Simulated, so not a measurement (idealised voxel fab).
Process module name: voxel wiring stack
260 nm wide, 5 nm square cells: that's cross-section cut.
When this document writes out a cross-section, it uses a grid of square cells and lists it as bands, beginning at the top and moving down, with a band standing for one or more rows of cells. Heads up on the band format: heights come first, top then bottom, in nm. After that it's the materials left to right, each with its width in nm. A single material flagged "throughout" fills the whole band edge to edge, and "empty" means there's empty space there. Basically, 0 is our baseline, since under it the wafer straight out of the box is all one material. The bottom band has no lower end and keeps on going down, so it looks like "0 and below". A two-number width, for instance "30..40", indicates that the width is equal to the first number in the top row of the band and to the second number in the bottom row, and that it changes by a constant amount per row of cells. Basically "no alteration" means that step didn't change any cell in the cross-section. Each empty space that has no open way to the top and spans at least 8 cells appears under "Closed cavities" as width x height at distance, the distance counted from the left edge, all in nm. That trailing text on a step's line, after the settings, is the simulator's own remark on the step. overlay nm, on a step with a mask: how far to the right of its planned place the mask lay; to the left if negative.

The following list gives the planned process steps
- 1: RECEIVE with material Si
- 2: CONFORMAL_DEP with material SiO2, thk nm 10
- 3: CONFORMAL_DEP with material SiCN, thk nm 5
- 4: DIRECTIONAL_DEP with material SiO2, thk nm 25
- 5: MASKED_ETCH with tone open, mask id METAL_1, width nm 30, pitch nm 55, etch materials SiO2, depth nm 25, overlay nm 0
- 6: MASKED_ETCH with tone open, mask id METAL_1, width nm 30, pitch nm 55, etch materials SiCN, depth nm 5, overlay nm 0
- 7: CONFORMAL_DEP with material TiN, thk nm 5
- 8: FILL_DEP with material Cu, thk nm 5
- 9: CMP with height nm 40
- 10: CONFORMAL_DEP with material SiCN, thk nm 5
- 11: DIRECTIONAL_DEP with material SiO2, thk nm 35
- 12: PATTERN with tone open, mask id METAL_2_HOLES, material resist, width nm 15, pitch nm 55, thk nm 15, overlay nm 0
- 13: DIRECTIONAL_ETCH with etch materials SiO2, depth nm 35
- 14: STRIP with etch materials resist
- 15: PATTERN with tone open, mask id METAL_2, material resist, width nm 30, pitch nm 55, thk nm 20, overlay nm 0
- 16: DIRECTIONAL_ETCH with etch materials SiO2, depth nm 20
- 17: DIRECTIONAL_ETCH with etch materials SiCN, depth nm 5
- 18: STRIP with etch materials resist
- 19: CONFORMAL_DEP with material TiN, thk nm 5
- 20: FILL_DEP with material Ru, thk nm 5
- 21: CMP with height nm 80
- 22: CONFORMAL_DEP with material SiCN, thk nm 5
- 23: DIRECTIONAL_DEP with material SiO2, thk nm 25
- 24: PATTERN with tone open, mask id METAL_3, material resist, width nm 30, pitch nm 55, thk nm 15, overlay nm 0
- 25: DIRECTIONAL_ETCH with etch materials SiO2, depth nm 15
- 26: STRIP with etch materials resist
- 27: PATTERN with tone open, mask id METAL_3_HOLES, material resist, width nm 15, pitch nm 55, thk nm 20, overlay nm 0
- 28: DIRECTIONAL_ETCH with etch materials SiO2, depth nm 10
- 29: DIRECTIONAL_ETCH with etch materials SiCN, depth nm 5
- 30: STRIP with etch materials resist
- 31: CONFORMAL_DEP with material TiN, thk nm 5
- 32: FILL_DEP with material Ru, thk nm 5
- 33: CMP with height nm 110
- 34: CONFORMAL_DEP with material SiCN, thk nm 5

First out of two wafers; run went to plan

Received-state cross-section, reflecting completion of step 1
    0 and below = Si throughout
    Closed cavities: none

Step 2 complete: cross-section through the wafer
    10 down to 0 = SiO2 throughout
    Everything below 0 is unchanged.

Step 3 complete: cross-section through the wafer
    15 down to 10 = SiCN throughout
    Everything below 10 is unchanged.

Step 4 complete: cross-section through the wafer
    40 down to 15 = SiO2 throughout
    Everything below 15 is unchanged.

Step 5 complete: cross-section through the wafer
    40 down to 15 = SiO2 30 | empty 30 | SiO2 25 | empty 30 | SiO2 25 | empty 30 | SiO2 25 | empty 30 | SiO2 35
    Everything below 15 is unchanged.

Step 6 complete: cross-section through the wafer
    40 down to 15 = SiO2 30 | empty 30 | SiO2 25 | empty 30 | SiO2 25 | empty 30 | SiO2 25 | empty 30 | SiO2 35
    15 down to 10 = SiCN 30 | empty 30 | SiCN 25 | empty 30 | SiCN 25 | empty 30 | SiCN 25 | empty 30 | SiCN 35
    Everything below 10 is unchanged.

Step 7 complete: cross-section through the wafer
    45 down to 40 = TiN 35 | empty 20 | TiN 35 | empty 20 | TiN 35 | empty 20 | TiN 35 | empty 20 | TiN 40
    40 down to 15 = SiO2 30 | TiN 5 | empty 20 | TiN 5 | SiO2 25 | TiN 5 | empty 20 | TiN 5 | SiO2 25 | TiN 5 | empty 20 | TiN 5 | SiO2 25 | TiN 5 | empty 20 | TiN 5 | SiO2 35
    15 down to 10 = SiCN 30 | TiN 30 | SiCN 25 | TiN 30 | SiCN 25 | TiN 30 | SiCN 25 | TiN 30 | SiCN 35
    Everything below 10 is unchanged.

Step 8 complete: cross-section through the wafer
    50 down to 45 = Cu throughout
    45 down to 40 = TiN 35 | Cu 20 | TiN 35 | Cu 20 | TiN 35 | Cu 20 | TiN 35 | Cu 20 | TiN 40
    40 down to 15 = SiO2 30 | TiN 5 | Cu 20 | TiN 5 | SiO2 25 | TiN 5 | Cu 20 | TiN 5 | SiO2 25 | TiN 5 | Cu 20 | TiN 5 | SiO2 25 | TiN 5 | Cu 20 | TiN 5 | SiO2 35
    Everything below 15 is unchanged.

Step 9 complete: cross-section through the wafer
    40 down to 15 = SiO2 30 | TiN 5 | Cu 20 | TiN 5 | SiO2 25 | TiN 5 | Cu 20 | TiN 5 | SiO2 25 | TiN 5 | Cu 20 | TiN 5 | SiO2 25 | TiN 5 | Cu 20 | TiN 5 | SiO2 35
    Everything below 15 is unchanged.

Step 10 complete: cross-section through the wafer
    45 down to 40 = SiCN throughout
    Everything below 40 is unchanged.

Step 11 complete: cross-section through the wafer
    80 down to 45 = SiO2 throughout
    Everything below 45 is unchanged.

Step 12 complete: cross-section through the wafer
    95 down to 80 = resist 30 | empty 15 | resist 40 | empty 15 | resist 40 | empty 15 | resist 40 | empty 15 | resist 50
    Everything below 80 is unchanged.

Step 13 complete: cross-section through the wafer
    95 down to 80 = resist 30 | empty 15 | resist 40 | empty 15 | resist 40 | empty 15 | resist 40 | empty 15 | resist 50
    80 down to 45 = SiO2 30 | empty 15 | SiO2 40 | empty 15 | SiO2 40 | empty 15 | SiO2 40 | empty 15 | SiO2 50
    Everything below 45 is unchanged.

Step 14 complete: cross-section through the wafer
    80 down to 45 = SiO2 30 | empty 15 | SiO2 40 | empty 15 | SiO2 40 | empty 15 | SiO2 40 | empty 15 | SiO2 50
    Everything below 45 is unchanged.

Step 15 complete: cross-section through the wafer
    100 down to 80 = resist 30 | empty 30 | resist 25 | empty 30 | resist 25 | empty 30 | resist 25 | empty 30 | resist 35
    Everything below 80 is unchanged.

Step 16 complete: cross-section through the wafer
    100 down to 80 = resist 30 | empty 30 | resist 25 | empty 30 | resist 25 | empty 30 | resist 25 | empty 30 | resist 35
    80 down to 60 = SiO2 30 | empty 30 | SiO2 25 | empty 30 | SiO2 25 | empty 30 | SiO2 25 | empty 30 | SiO2 35
    Everything below 60 is unchanged.

Step 17 complete: cross-section through the wafer
    100 down to 80 = resist 30 | empty 30 | resist 25 | empty 30 | resist 25 | empty 30 | resist 25 | empty 30 | resist 35
    80 down to 60 = SiO2 30 | empty 30 | SiO2 25 | empty 30 | SiO2 25 | empty 30 | SiO2 25 | empty 30 | SiO2 35
    60 down to 45 = SiO2 30 | empty 15 | SiO2 40 | empty 15 | SiO2 40 | empty 15 | SiO2 40 | empty 15 | SiO2 50
    45 down to 40 = SiCN 30 | empty 15 | SiCN 40 | empty 15 | SiCN 40 | empty 15 | SiCN 40 | empty 15 | SiCN 50
    Everything below 40 is unchanged.

Step 18 complete: cross-section through the wafer
    80 down to 60 = SiO2 30 | empty 30 | SiO2 25 | empty 30 | SiO2 25 | empty 30 | SiO2 25 | empty 30 | SiO2 35
    Everything below 60 is unchanged.

Step 19 complete: cross-section through the wafer
    85 down to 80 = TiN 35 | empty 20 | TiN 35 | empty 20 | TiN 35 | empty 20 | TiN 35 | empty 20 | TiN 40
    80 down to 65 = SiO2 30 | TiN 5 | empty 20 | TiN 5 | SiO2 25 | TiN 5 | empty 20 | TiN 5 | SiO2 25 | TiN 5 | empty 20 | TiN 5 | SiO2 25 | TiN 5 | empty 20 | TiN 5 | SiO2 35
    65 down to 60 = SiO2 30 | TiN 5 | empty 5 | TiN 20 | SiO2 25 | TiN 5 | empty 5 | TiN 20 | SiO2 25 | TiN 5 | empty 5 | TiN 20 | SiO2 25 | TiN 5 | empty 5 | TiN 20 | SiO2 35
    60 down to 45 = SiO2 30 | TiN 5 | empty 5 | TiN 5 | SiO2 40 | TiN 5 | empty 5 | TiN 5 | SiO2 40 | TiN 5 | empty 5 | TiN 5 | SiO2 40 | TiN 5 | empty 5 | TiN 5 | SiO2 50
    45 down to 40 = SiCN 30 | TiN 15 | SiCN 40 | TiN 15 | SiCN 40 | TiN 15 | SiCN 40 | TiN 15 | SiCN 50
    Everything below 40 is unchanged.

Step 20 complete: cross-section through the wafer
    90 down to 85 = Ru throughout
    85 down to 80 = TiN 35 | Ru 20 | TiN 35 | Ru 20 | TiN 35 | Ru 20 | TiN 35 | Ru 20 | TiN 40
    80 down to 65 = SiO2 30 | TiN 5 | Ru 20 | TiN 5 | SiO2 25 | TiN 5 | Ru 20 | TiN 5 | SiO2 25 | TiN 5 | Ru 20 | TiN 5 | SiO2 25 | TiN 5 | Ru 20 | TiN 5 | SiO2 35
    65 down to 60 = SiO2 30 | TiN 5 | Ru 5 | TiN 20 | SiO2 25 | TiN 5 | Ru 5 | TiN 20 | SiO2 25 | TiN 5 | Ru 5 | TiN 20 | SiO2 25 | TiN 5 | Ru 5 | TiN 20 | SiO2 35
    60 down to 45 = SiO2 30 | TiN 5 | Ru 5 | TiN 5 | SiO2 40 | TiN 5 | Ru 5 | TiN 5 | SiO2 40 | TiN 5 | Ru 5 | TiN 5 | SiO2 40 | TiN 5 | Ru 5 | TiN 5 | SiO2 50
    Everything below 45 is unchanged.

Step 21 complete: cross-section through the wafer
    80 down to 65 = SiO2 30 | TiN 5 | Ru 20 | TiN 5 | SiO2 25 | TiN 5 | Ru 20 | TiN 5 | SiO2 25 | TiN 5 | Ru 20 | TiN 5 | SiO2 25 | TiN 5 | Ru 20 | TiN 5 | SiO2 35
    Everything below 65 is unchanged.

Step 22 complete: cross-section through the wafer
    85 down to 80 = SiCN throughout
    Everything below 80 is unchanged.

Step 23 complete: cross-section through the wafer
    110 down to 85 = SiO2 throughout
    Everything below 85 is unchanged.

Step 24 complete: cross-section through the wafer
    125 down to 110 = resist 30 | empty 30 | resist 25 | empty 30 | resist 25 | empty 30 | resist 25 | empty 30 | resist 35
    Everything below 110 is unchanged.

Step 25 complete: cross-section through the wafer
    125 down to 110 = resist 30 | empty 30 | resist 25 | empty 30 | resist 25 | empty 30 | resist 25 | empty 30 | resist 35
    110 down to 95 = SiO2 30 | empty 30 | SiO2 25 | empty 30 | SiO2 25 | empty 30 | SiO2 25 | empty 30 | SiO2 35
    Everything below 95 is unchanged.

Step 26 complete: cross-section through the wafer
    110 down to 95 = SiO2 30 | empty 30 | SiO2 25 | empty 30 | SiO2 25 | empty 30 | SiO2 25 | empty 30 | SiO2 35
    Everything below 95 is unchanged.

Step 27 complete: cross-section through the wafer
    130 down to 110 = resist 30 | empty 15 | resist 40 | empty 15 | resist 40 | empty 15 | resist 40 | empty 15 | resist 50
    110 down to 95 = SiO2 30 | empty 15 | resist 15 | SiO2 25 | empty 15 | resist 15 | SiO2 25 | empty 15 | resist 15 | SiO2 25 | empty 15 | resist 15 | SiO2 35
    Everything below 95 is unchanged.

Step 28 complete: cross-section through the wafer
    130 down to 110 = resist 30 | empty 15 | resist 40 | empty 15 | resist 40 | empty 15 | resist 40 | empty 15 | resist 50
    110 down to 95 = SiO2 30 | empty 15 | resist 15 | SiO2 25 | empty 15 | resist 15 | SiO2 25 | empty 15 | resist 15 | SiO2 25 | empty 15 | resist 15 | SiO2 35
    95 down to 85 = SiO2 30 | empty 15 | SiO2 40 | empty 15 | SiO2 40 | empty 15 | SiO2 40 | empty 15 | SiO2 50
    Everything below 85 is unchanged.

Step 29 complete: cross-section through the wafer
    130 down to 110 = resist 30 | empty 15 | resist 40 | empty 15 | resist 40 | empty 15 | resist 40 | empty 15 | resist 50
    110 down to 95 = SiO2 30 | empty 15 | resist 15 | SiO2 25 | empty 15 | resist 15 | SiO2 25 | empty 15 | resist 15 | SiO2 25 | empty 15 | resist 15 | SiO2 35
    95 down to 85 = SiO2 30 | empty 15 | SiO2 40 | empty 15 | SiO2 40 | empty 15 | SiO2 40 | empty 15 | SiO2 50
    85 down to 80 = SiCN 30 | empty 15 | SiCN 40 | empty 15 | SiCN 40 | empty 15 | SiCN 40 | empty 15 | SiCN 50
    Everything below 80 is unchanged.

Step 30 complete: cross-section through the wafer
    110 down to 95 = SiO2 30 | empty 30 | SiO2 25 | empty 30 | SiO2 25 | empty 30 | SiO2 25 | empty 30 | SiO2 35
    Everything below 95 is unchanged.

Step 31 complete: cross-section through the wafer
    115 down to 110 = TiN 35 | empty 20 | TiN 35 | empty 20 | TiN 35 | empty 20 | TiN 35 | empty 20 | TiN 40
    110 down to 100 = SiO2 30 | TiN 5 | empty 20 | TiN 5 | SiO2 25 | TiN 5 | empty 20 | TiN 5 | SiO2 25 | TiN 5 | empty 20 | TiN 5 | SiO2 25 | TiN 5 | empty 20 | TiN 5 | SiO2 35
    100 down to 95 = SiO2 30 | TiN 5 | empty 5 | TiN 20 | SiO2 25 | TiN 5 | empty 5 | TiN 20 | SiO2 25 | TiN 5 | empty 5 | TiN 20 | SiO2 25 | TiN 5 | empty 5 | TiN 20 | SiO2 35
    95 down to 85 = SiO2 30 | TiN 5 | empty 5 | TiN 5 | SiO2 40 | TiN 5 | empty 5 | TiN 5 | SiO2 40 | TiN 5 | empty 5 | TiN 5 | SiO2 40 | TiN 5 | empty 5 | TiN 5 | SiO2 50
    85 down to 80 = SiCN 30 | TiN 15 | SiCN 40 | TiN 15 | SiCN 40 | TiN 15 | SiCN 40 | TiN 15 | SiCN 50
    Everything below 80 is unchanged.

Step 32 complete: cross-section through the wafer
    120 down to 115 = Ru throughout
    115 down to 110 = TiN 35 | Ru 20 | TiN 35 | Ru 20 | TiN 35 | Ru 20 | TiN 35 | Ru 20 | TiN 40
    110 down to 100 = SiO2 30 | TiN 5 | Ru 20 | TiN 5 | SiO2 25 | TiN 5 | Ru 20 | TiN 5 | SiO2 25 | TiN 5 | Ru 20 | TiN 5 | SiO2 25 | TiN 5 | Ru 20 | TiN 5 | SiO2 35
    100 down to 95 = SiO2 30 | TiN 5 | Ru 5 | TiN 20 | SiO2 25 | TiN 5 | Ru 5 | TiN 20 | SiO2 25 | TiN 5 | Ru 5 | TiN 20 | SiO2 25 | TiN 5 | Ru 5 | TiN 20 | SiO2 35
    95 down to 85 = SiO2 30 | TiN 5 | Ru 5 | TiN 5 | SiO2 40 | TiN 5 | Ru 5 | TiN 5 | SiO2 40 | TiN 5 | Ru 5 | TiN 5 | SiO2 40 | TiN 5 | Ru 5 | TiN 5 | SiO2 50
    Everything below 85 is unchanged.

Step 33 complete: cross-section through the wafer
    110 down to 100 = SiO2 30 | TiN 5 | Ru 20 | TiN 5 | SiO2 25 | TiN 5 | Ru 20 | TiN 5 | SiO2 25 | TiN 5 | Ru 20 | TiN 5 | SiO2 25 | TiN 5 | Ru 20 | TiN 5 | SiO2 35
    Everything below 100 is unchanged.

Step 34 complete: cross-section through the wafer
    115 down to 110 = SiCN throughout
    Everything below 110 is unchanged.

Wafer two. Identical start, identical plan. One mistake in execution. Identical history through step 4

Cross-section of the second wafer corresponding to the planned conclusion of step 5
    40 down to 15 = SiO2 40 | empty 30 | SiO2 25 | empty 30 | SiO2 25 | empty 30 | SiO2 25 | empty 30 | SiO2 25
    Everything below 15 is unchanged.

Cross-section of the second wafer corresponding to the planned conclusion of step 6
    40 down to 15 = SiO2 40 | empty 30 | SiO2 25 | empty 30 | SiO2 25 | empty 30 | SiO2 25 | empty 30 | SiO2 25
    15 down to 10 = SiCN 40 | empty 20 | SiCN 35 | empty 20 | SiCN 35 | empty 20 | SiCN 35 | empty 20 | SiCN 35
    Everything below 10 is unchanged.

Cross-section of the second wafer corresponding to the planned conclusion of step 7
    45 down to 40 = TiN 45 | empty 20 | TiN 35 | empty 20 | TiN 35 | empty 20 | TiN 35 | empty 20 | TiN 30
    40 down to 20 = SiO2 40 | TiN 5 | empty 20 | TiN 5 | SiO2 25 | TiN 5 | empty 20 | TiN 5 | SiO2 25 | TiN 5 | empty 20 | TiN 5 | SiO2 25 | TiN 5 | empty 20 | TiN 5 | SiO2 25
    20 down to 15 = SiO2 40 | TiN 5 | empty 10 | TiN 15 | SiO2 25 | TiN 5 | empty 10 | TiN 15 | SiO2 25 | TiN 5 | empty 10 | TiN 15 | SiO2 25 | TiN 5 | empty 10 | TiN 15 | SiO2 25
    15 down to 10 = SiCN 40 | TiN 20 | SiCN 35 | TiN 20 | SiCN 35 | TiN 20 | SiCN 35 | TiN 20 | SiCN 35
    Everything below 10 is unchanged.

Cross-section of the second wafer corresponding to the planned conclusion of step 8
    50 down to 45 = Cu throughout
    45 down to 40 = TiN 45 | Cu 20 | TiN 35 | Cu 20 | TiN 35 | Cu 20 | TiN 35 | Cu 20 | TiN 30
    40 down to 20 = SiO2 40 | TiN 5 | Cu 20 | TiN 5 | SiO2 25 | TiN 5 | Cu 20 | TiN 5 | SiO2 25 | TiN 5 | Cu 20 | TiN 5 | SiO2 25 | TiN 5 | Cu 20 | TiN 5 | SiO2 25
    20 down to 15 = SiO2 40 | TiN 5 | Cu 10 | TiN 15 | SiO2 25 | TiN 5 | Cu 10 | TiN 15 | SiO2 25 | TiN 5 | Cu 10 | TiN 15 | SiO2 25 | TiN 5 | Cu 10 | TiN 15 | SiO2 25
    Everything below 15 is unchanged.

Cross-section of the second wafer corresponding to the planned conclusion of step 9
    40 down to 20 = SiO2 40 | TiN 5 | Cu 20 | TiN 5 | SiO2 25 | TiN 5 | Cu 20 | TiN 5 | SiO2 25 | TiN 5 | Cu 20 | TiN 5 | SiO2 25 | TiN 5 | Cu 20 | TiN 5 | SiO2 25
    Everything below 20 is unchanged.

Cross-section of the second wafer corresponding to the planned conclusion of step 10
    45 down to 40 = SiCN throughout
    Everything below 40 is unchanged.

Cross-section of the second wafer corresponding to the planned conclusion of step 11
    80 down to 45 = SiO2 throughout
    Everything below 45 is unchanged.

Cross-section of the second wafer corresponding to the planned conclusion of step 12
    95 down to 80 = resist 30 | empty 15 | resist 40 | empty 15 | resist 40 | empty 15 | resist 40 | empty 15 | resist 50
    Everything below 80 is unchanged.

Cross-section of the second wafer corresponding to the planned conclusion of step 13
    95 down to 80 = resist 30 | empty 15 | resist 40 | empty 15 | resist 40 | empty 15 | resist 40 | empty 15 | resist 50
    80 down to 45 = SiO2 30 | empty 15 | SiO2 40 | empty 15 | SiO2 40 | empty 15 | SiO2 40 | empty 15 | SiO2 50
    Everything below 45 is unchanged.

Cross-section of the second wafer corresponding to the planned conclusion of step 14
    80 down to 45 = SiO2 30 | empty 15 | SiO2 40 | empty 15 | SiO2 40 | empty 15 | SiO2 40 | empty 15 | SiO2 50
    Everything below 45 is unchanged.

Cross-section of the second wafer corresponding to the planned conclusion of step 15
    100 down to 80 = resist 30 | empty 30 | resist 25 | empty 30 | resist 25 | empty 30 | resist 25 | empty 30 | resist 35
    Everything below 80 is unchanged.

Cross-section of the second wafer corresponding to the planned conclusion of step 16
    100 down to 80 = resist 30 | empty 30 | resist 25 | empty 30 | resist 25 | empty 30 | resist 25 | empty 30 | resist 35
    80 down to 60 = SiO2 30 | empty 30 | SiO2 25 | empty 30 | SiO2 25 | empty 30 | SiO2 25 | empty 30 | SiO2 35
    Everything below 60 is unchanged.

Cross-section of the second wafer corresponding to the planned conclusion of step 17
    100 down to 80 = resist 30 | empty 30 | resist 25 | empty 30 | resist 25 | empty 30 | resist 25 | empty 30 | resist 35
    80 down to 60 = SiO2 30 | empty 30 | SiO2 25 | empty 30 | SiO2 25 | empty 30 | SiO2 25 | empty 30 | SiO2 35
    60 down to 45 = SiO2 30 | empty 15 | SiO2 40 | empty 15 | SiO2 40 | empty 15 | SiO2 40 | empty 15 | SiO2 50
    45 down to 40 = SiCN 30 | empty 15 | SiCN 40 | empty 15 | SiCN 40 | empty 15 | SiCN 40 | empty 15 | SiCN 50
    Everything below 40 is unchanged.

Cross-section of the second wafer corresponding to the planned conclusion of step 18
    80 down to 60 = SiO2 30 | empty 30 | SiO2 25 | empty 30 | SiO2 25 | empty 30 | SiO2 25 | empty 30 | SiO2 35
    Everything below 60 is unchanged.

Cross-section of the second wafer corresponding to the planned conclusion of step 19
    85 down to 80 = TiN 35 | empty 20 | TiN 35 | empty 20 | TiN 35 | empty 20 | TiN 35 | empty 20 | TiN 40
    80 down to 65 = SiO2 30 | TiN 5 | empty 20 | TiN 5 | SiO2 25 | TiN 5 | empty 20 | TiN 5 | SiO2 25 | TiN 5 | empty 20 | TiN 5 | SiO2 25 | TiN 5 | empty 20 | TiN 5 | SiO2 35
    65 down to 60 = SiO2 30 | TiN 5 | empty 5 | TiN 20 | SiO2 25 | TiN 5 | empty 5 | TiN 20 | SiO2 25 | TiN 5 | empty 5 | TiN 20 | SiO2 25 | TiN 5 | empty 5 | TiN 20 | SiO2 35
    60 down to 45 = SiO2 30 | TiN 5 | empty 5 | TiN 5 | SiO2 40 | TiN 5 | empty 5 | TiN 5 | SiO2 40 | TiN 5 | empty 5 | TiN 5 | SiO2 40 | TiN 5 | empty 5 | TiN 5 | SiO2 50
    45 down to 40 = SiCN 30 | TiN 15 | SiCN 40 | TiN 15 | SiCN 40 | TiN 15 | SiCN 40 | TiN 15 | SiCN 50
    Everything below 40 is unchanged.

Cross-section of the second wafer corresponding to the planned conclusion of step 20
    90 down to 85 = Ru throughout
    85 down to 80 = TiN 35 | Ru 20 | TiN 35 | Ru 20 | TiN 35 | Ru 20 | TiN 35 | Ru 20 | TiN 40
    80 down to 65 = SiO2 30 | TiN 5 | Ru 20 | TiN 5 | SiO2 25 | TiN 5 | Ru 20 | TiN 5 | SiO2 25 | TiN 5 | Ru 20 | TiN 5 | SiO2 25 | TiN 5 | Ru 20 | TiN 5 | SiO2 35
    65 down to 60 = SiO2 30 | TiN 5 | Ru 5 | TiN 20 | SiO2 25 | TiN 5 | Ru 5 | TiN 20 | SiO2 25 | TiN 5 | Ru 5 | TiN 20 | SiO2 25 | TiN 5 | Ru 5 | TiN 20 | SiO2 35
    60 down to 45 = SiO2 30 | TiN 5 | Ru 5 | TiN 5 | SiO2 40 | TiN 5 | Ru 5 | TiN 5 | SiO2 40 | TiN 5 | Ru 5 | TiN 5 | SiO2 40 | TiN 5 | Ru 5 | TiN 5 | SiO2 50
    Everything below 45 is unchanged.

Cross-section of the second wafer corresponding to the planned conclusion of step 21
    80 down to 65 = SiO2 30 | TiN 5 | Ru 20 | TiN 5 | SiO2 25 | TiN 5 | Ru 20 | TiN 5 | SiO2 25 | TiN 5 | Ru 20 | TiN 5 | SiO2 25 | TiN 5 | Ru 20 | TiN 5 | SiO2 35
    Everything below 65 is unchanged.

Cross-section of the second wafer corresponding to the planned conclusion of step 22
    85 down to 80 = SiCN throughout
    Everything below 80 is unchanged.

Cross-section of the second wafer corresponding to the planned conclusion of step 23
    110 down to 85 = SiO2 throughout
    Everything below 85 is unchanged.

Cross-section of the second wafer corresponding to the planned conclusion of step 24
    125 down to 110 = resist 30 | empty 30 | resist 25 | empty 30 | resist 25 | empty 30 | resist 25 | empty 30 | resist 35
    Everything below 110 is unchanged.

Cross-section of the second wafer corresponding to the planned conclusion of step 25
    125 down to 110 = resist 30 | empty 30 | resist 25 | empty 30 | resist 25 | empty 30 | resist 25 | empty 30 | resist 35
    110 down to 95 = SiO2 30 | empty 30 | SiO2 25 | empty 30 | SiO2 25 | empty 30 | SiO2 25 | empty 30 | SiO2 35
    Everything below 95 is unchanged.

Cross-section of the second wafer corresponding to the planned conclusion of step 26
    110 down to 95 = SiO2 30 | empty 30 | SiO2 25 | empty 30 | SiO2 25 | empty 30 | SiO2 25 | empty 30 | SiO2 35
    Everything below 95 is unchanged.

Cross-section of the second wafer corresponding to the planned conclusion of step 27
    130 down to 110 = resist 30 | empty 15 | resist 40 | empty 15 | resist 40 | empty 15 | resist 40 | empty 15 | resist 50
    110 down to 95 = SiO2 30 | empty 15 | resist 15 | SiO2 25 | empty 15 | resist 15 | SiO2 25 | empty 15 | resist 15 | SiO2 25 | empty 15 | resist 15 | SiO2 35
    Everything below 95 is unchanged.

Cross-section of the second wafer corresponding to the planned conclusion of step 28
    130 down to 110 = resist 30 | empty 15 | resist 40 | empty 15 | resist 40 | empty 15 | resist 40 | empty 15 | resist 50
    110 down to 95 = SiO2 30 | empty 15 | resist 15 | SiO2 25 | empty 15 | resist 15 | SiO2 25 | empty 15 | resist 15 | SiO2 25 | empty 15 | resist 15 | SiO2 35
    95 down to 85 = SiO2 30 | empty 15 | SiO2 40 | empty 15 | SiO2 40 | empty 15 | SiO2 40 | empty 15 | SiO2 50
    Everything below 85 is unchanged.

Cross-section of the second wafer corresponding to the planned conclusion of step 29
    130 down to 110 = resist 30 | empty 15 | resist 40 | empty 15 | resist 40 | empty 15 | resist 40 | empty 15 | resist 50
    110 down to 95 = SiO2 30 | empty 15 | resist 15 | SiO2 25 | empty 15 | resist 15 | SiO2 25 | empty 15 | resist 15 | SiO2 25 | empty 15 | resist 15 | SiO2 35
    95 down to 85 = SiO2 30 | empty 15 | SiO2 40 | empty 15 | SiO2 40 | empty 15 | SiO2 40 | empty 15 | SiO2 50
    85 down to 80 = SiCN 30 | empty 15 | SiCN 40 | empty 15 | SiCN 40 | empty 15 | SiCN 40 | empty 15 | SiCN 50
    Everything below 80 is unchanged.

Cross-section of the second wafer corresponding to the planned conclusion of step 30
    110 down to 95 = SiO2 30 | empty 30 | SiO2 25 | empty 30 | SiO2 25 | empty 30 | SiO2 25 | empty 30 | SiO2 35
    Everything below 95 is unchanged.

Cross-section of the second wafer corresponding to the planned conclusion of step 31
    115 down to 110 = TiN 35 | empty 20 | TiN 35 | empty 20 | TiN 35 | empty 20 | TiN 35 | empty 20 | TiN 40
    110 down to 100 = SiO2 30 | TiN 5 | empty 20 | TiN 5 | SiO2 25 | TiN 5 | empty 20 | TiN 5 | SiO2 25 | TiN 5 | empty 20 | TiN 5 | SiO2 25 | TiN 5 | empty 20 | TiN 5 | SiO2 35
    100 down to 95 = SiO2 30 | TiN 5 | empty 5 | TiN 20 | SiO2 25 | TiN 5 | empty 5 | TiN 20 | SiO2 25 | TiN 5 | empty 5 | TiN 20 | SiO2 25 | TiN 5 | empty 5 | TiN 20 | SiO2 35
    95 down to 85 = SiO2 30 | TiN 5 | empty 5 | TiN 5 | SiO2 40 | TiN 5 | empty 5 | TiN 5 | SiO2 40 | TiN 5 | empty 5 | TiN 5 | SiO2 40 | TiN 5 | empty 5 | TiN 5 | SiO2 50
    85 down to 80 = SiCN 30 | TiN 15 | SiCN 40 | TiN 15 | SiCN 40 | TiN 15 | SiCN 40 | TiN 15 | SiCN 50
    Everything below 80 is unchanged.

Cross-section of the second wafer corresponding to the planned conclusion of step 32
    120 down to 115 = Ru throughout
    115 down to 110 = TiN 35 | Ru 20 | TiN 35 | Ru 20 | TiN 35 | Ru 20 | TiN 35 | Ru 20 | TiN 40
    110 down to 100 = SiO2 30 | TiN 5 | Ru 20 | TiN 5 | SiO2 25 | TiN 5 | Ru 20 | TiN 5 | SiO2 25 | TiN 5 | Ru 20 | TiN 5 | SiO2 25 | TiN 5 | Ru 20 | TiN 5 | SiO2 35
    100 down to 95 = SiO2 30 | TiN 5 | Ru 5 | TiN 20 | SiO2 25 | TiN 5 | Ru 5 | TiN 20 | SiO2 25 | TiN 5 | Ru 5 | TiN 20 | SiO2 25 | TiN 5 | Ru 5 | TiN 20 | SiO2 35
    95 down to 85 = SiO2 30 | TiN 5 | Ru 5 | TiN 5 | SiO2 40 | TiN 5 | Ru 5 | TiN 5 | SiO2 40 | TiN 5 | Ru 5 | TiN 5 | SiO2 40 | TiN 5 | Ru 5 | TiN 5 | SiO2 50
    Everything below 85 is unchanged.

Cross-section of the second wafer corresponding to the planned conclusion of step 33
    110 down to 100 = SiO2 30 | TiN 5 | Ru 20 | TiN 5 | SiO2 25 | TiN 5 | Ru 20 | TiN 5 | SiO2 25 | TiN 5 | Ru 20 | TiN 5 | SiO2 25 | TiN 5 | Ru 20 | TiN 5 | SiO2 35
    Everything below 100 is unchanged.

Cross-section of the second wafer corresponding to the planned conclusion of step 34
    115 down to 110 = SiCN throughout
    Everything below 110 is unchanged.
Error vs. plan: step 5 was not run as planned; what actually ran was MASKED_ETCH with tone open, mask id METAL_1, width nm 30, pitch nm 55, etch materials SiO2, depth nm 25, overlay nm 10
Count the cells at the end and the second wafer has more or fewer of some materials than the first: Cu: 8 fewer, SiCN: 8 more
